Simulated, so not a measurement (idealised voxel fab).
process module | voxel transistor to metal
cross-section cut | 200 nm wide | cells 5 nm
A cross-section is a grid of square cells, given in bands from the top down. A band is one or more rows of cells.
Each band's line starts with the height of the band's top and of its bottom, in nm. Then come its materials from left to right, each with its width in nm. One material with "throughout" fills the band from edge to edge. "air" is empty space.
Height 0 is the level under which the wafer as received is all one material. The lowest band goes on downwards, as in "0 down".
A width such as "30 to 40" changes by the same amount from each row of cells to the next, from the band's top row to its bottom row.
"no change" after a step means that no cell of the cross-section changed.
closed voids: empty space of 8 cells or more with no open way to the top, each as width x height at its distance from the left edge, in nm
after a step's settings: what the simulator itself notes on the step
overlay nm, on a step with a mask: how far to the right of its planned place the mask lay; to the left if negative
plan
1 op RECEIVE | material Si
2 op CONFORMAL_DEP | material SiO2 | thk nm 5
3 op CONFORMAL_DEP | material SiN | thk nm 15
4 op PATTERN | tone cover | mask id ACTIVE | material resist | width nm 100 | thk nm 15 | overlay nm 0
5 op DIRECTIONAL_ETCH | etch materials SiN | depth nm 15
6 op DIRECTIONAL_ETCH | etch materials SiO2 | depth nm 5
7 op DIRECTIONAL_ETCH | etch materials Si | depth nm 30
8 op STRIP | etch materials resist
9 op OXIDIZE | depth nm 5
10 op FILL_DEP | material SiO2 | thk nm 5
11 op CMP | height nm 20
12 op SELECTIVE_ETCH | etch materials SiO2 | depth nm 15
13 op STRIP | etch materials SiN
14 op SELECTIVE_ETCH | etch materials SiO2 | depth nm 5
15 op OXIDIZE | depth nm 5
16 op DIRECTIONAL_DEP | material polySi | thk nm 20
17 op DIRECTIONAL_DEP | material SiCN | thk nm 15
18 op PATTERN | tone cover | mask id GATE | material resist | width nm 20 | thk nm 20 | overlay nm 0
19 op DIRECTIONAL_ETCH | etch materials SiCN | depth nm 25
20 op DIRECTIONAL_ETCH | etch materials polySi | depth nm 30
21 op STRIP | etch materials resist
22 op CONFORMAL_DEP | material SiO2 | thk nm 5
23 op DIRECTIONAL_ETCH | etch materials SiO2 | depth nm 5
24 op CONFORMAL_DEP | material SiN | thk nm 5
25 op DIRECTIONAL_ETCH | etch materials SiN | depth nm 5
26 op DIRECTIONAL_ETCH | etch materials SiO2 | depth nm 5
27 op DIRECTIONAL_ETCH | etch materials Si | depth nm 10
28 op EPI | material pSi | thk nm 15
29 op FILL_DEP | material SiO2 | thk nm 5
30 op CMP | height nm 35
31 op DIRECTIONAL_DEP | material SiO2 | thk nm 10
32 op DIRECTIONAL_DEP | material aC | thk nm 15
33 op PATTERN | tone open | mask id CONTACT | material resist | width nm 30 | pitch nm 60 | thk nm 30 | overlay nm 0
34 op DIRECTIONAL_ETCH | etch materials aC | depth nm 15
35 op STRIP | etch materials resist
36 op DIRECTIONAL_ETCH | etch materials SiO2 | depth nm 45
37 op STRIP | etch materials aC
38 op CONFORMAL_DEP | material TiN | thk nm 5
39 op FILL_DEP | material Ru | thk nm 10
40 op CMP | height nm 45
41 op DIRECTIONAL_DEP | material TiN | thk nm 5
42 op DIRECTIONAL_DEP | material W | thk nm 15
43 op PATTERN | tone cover | mask id METAL_1 | material resist | width nm 20 | pitch nm 70 | thk nm 15 | overlay nm 0
44 op DIRECTIONAL_ETCH | etch materials W | depth nm 15
45 op DIRECTIONAL_ETCH | etch materials TiN | depth nm 5
46 op STRIP | etch materials resist
47 op FILL_DEP | material lowk | thk nm 5
48 op CMP | height nm 65
49 op CONFORMAL_DEP | material SiCN | thk nm 5
50 op DIRECTIONAL_DEP | material lowk | thk nm 30
51 op MASKED_ETCH | tone open | mask id METAL_2_HOLES | width nm 15 | pitch nm 70 | etch materials lowk | depth nm 30 | overlay nm 0
52 op MASKED_ETCH | tone open | mask id METAL_2 | width nm 20 | pitch nm 70 | etch materials lowk | depth nm 20 | overlay nm 0
53 op MASKED_ETCH | tone open | mask id METAL_2 | width nm 20 | pitch nm 70 | etch materials SiCN | depth nm 5 | overlay nm 0
54 op CONFORMAL_DEP | material TiN | thk nm 5
55 op FILL_DEP | material Ru | thk nm 5
56 op CMP | height nm 100
57 op CONFORMAL_DEP | material SiN | thk nm 5
as received, after step 1
  0 down: Si throughout
  closed voids: none
first wafer at the end, as planned
  105 to 100: SiN throughout
  100 to 85: lowk 55 | TiN 5 | Ru 10 | TiN 5 | lowk 50 | TiN 5 | Ru 10 | TiN 5 | lowk 55
  85 to 80: lowk 55 | TiN 5 | Ru 5 | TiN 10 | lowk 50 | TiN 5 | Ru 5 | TiN 10 | lowk 55
  80 to 70: lowk 55 | TiN 5 | Ru 5 | TiN 5 | lowk 55 | TiN 5 | Ru 5 | TiN 5 | lowk 60
  70 to 65: SiCN 55 | TiN 15 | SiCN 55 | TiN 15 | SiCN 60
  65 to 50: lowk 55 | W 20 | lowk 50 | W 20 | lowk 55
  50 to 45: lowk 55 | TiN 20 | lowk 50 | TiN 20 | lowk 55
  45 to 35: SiO2 55 | TiN 5 | Ru 20 to 15 | TiN 5 to 10 | SiO2 30 | TiN 5 to 10 | Ru 20 to 15 | TiN 5 | SiO2 55
  35 to 20: SiO2 55 | TiN 5 | Ru 15 | TiN 5 | SiN 5 | SiO2 5 | SiCN 20 | SiO2 5 | SiN 5 | TiN 5 | Ru 15 | TiN 5 | SiO2 55
  20 to 15: SiO2 55 | TiN 5 | Ru 15 | TiN 5 | SiN 5 | SiO2 5 | polySi 20 | SiO2 5 | SiN 5 | TiN 5 | Ru 15 | TiN 5 | SiO2 55
  15 to 10: SiO2 55 | TiN 25 | SiN 5 | SiO2 5 | polySi 20 | SiO2 5 | SiN 5 | TiN 25 | SiO2 55
  10 to 0: SiO2 55 | TiN 10 | pSi 15 | SiN 5 | SiO2 5 | polySi 20 | SiO2 5 | SiN 5 | pSi 15 | TiN 10 | SiO2 55
  0 to -5: SiO2 50 | pSi 30 | SiO2 40 | pSi 30 | SiO2 50
  -5 to -15: SiO2 55 | pSi 25 | Si 40 | pSi 25 | SiO2 55
  -15 to -35: SiO2 55 | Si 90 | SiO2 55
  -35 down: Si throughout
  closed voids: none
second wafer at the end: like start, like plan, one mistake
  105 to 100: SiN throughout
  100 to 85: lowk 55 | TiN 5 | Ru 10 | TiN 5 | lowk 50 | TiN 5 | Ru 10 | TiN 5 | lowk 55
  85 to 80: lowk 55 | TiN 5 | Ru 5 | TiN 10 | lowk 50 | TiN 5 | Ru 5 | TiN 10 | lowk 55
  80 to 70: lowk 55 | TiN 5 | Ru 5 | TiN 5 | lowk 55 | TiN 5 | Ru 5 | TiN 5 | lowk 60
  70 to 65: SiCN 55 | TiN 15 | SiCN 55 | TiN 15 | SiCN 60
  65 to 50: lowk 55 | W 20 | lowk 50 | W 20 | lowk 55
  50 to 45: lowk 55 | TiN 20 | lowk 50 | TiN 20 | lowk 55
  45 to 35: SiO2 55 | TiN 5 | Ru 20 to 15 | TiN 5 to 10 | SiO2 30 | TiN 5 to 10 | Ru 20 to 15 | TiN 5 | SiO2 55
  35 to 20: SiO2 55 | TiN 5 | Ru 15 | TiN 5 | SiN 5 | SiO2 5 | SiCN 20 | SiO2 5 | SiN 5 | TiN 5 | Ru 15 | TiN 5 | SiO2 55
  20 to 15: SiO2 55 | TiN 5 | Ru 15 | TiN 5 | SiN 5 | SiO2 5 | polySi 20 | SiO2 5 | SiN 5 | TiN 5 | Ru 15 | TiN 5 | SiO2 55
  15 to 10: SiO2 55 | TiN 25 | SiN 5 | SiO2 5 | polySi 20 | SiO2 5 | SiN 5 | TiN 25 | SiO2 55
  10 to 0: SiO2 55 | TiN 10 | pSi 15 | SiN 5 | SiO2 5 | polySi 20 | SiO2 5 | SiN 5 | pSi 15 | TiN 10 | SiO2 55
  0 to -5: SiO2 50 | pSi 30 | SiO2 40 | pSi 30 | SiO2 50
  -5 to -15: SiO2 55 | pSi 25 | Si 40 | pSi 25 | SiO2 55
  -15 to -65: SiO2 55 | Si 90 | SiO2 55
  -65 down: Si throughout
  closed voids: none
what went wrong: step 7 was run twice
at the end the second wafer has, in cells: 132 fewer of Si | 132 more of SiO2
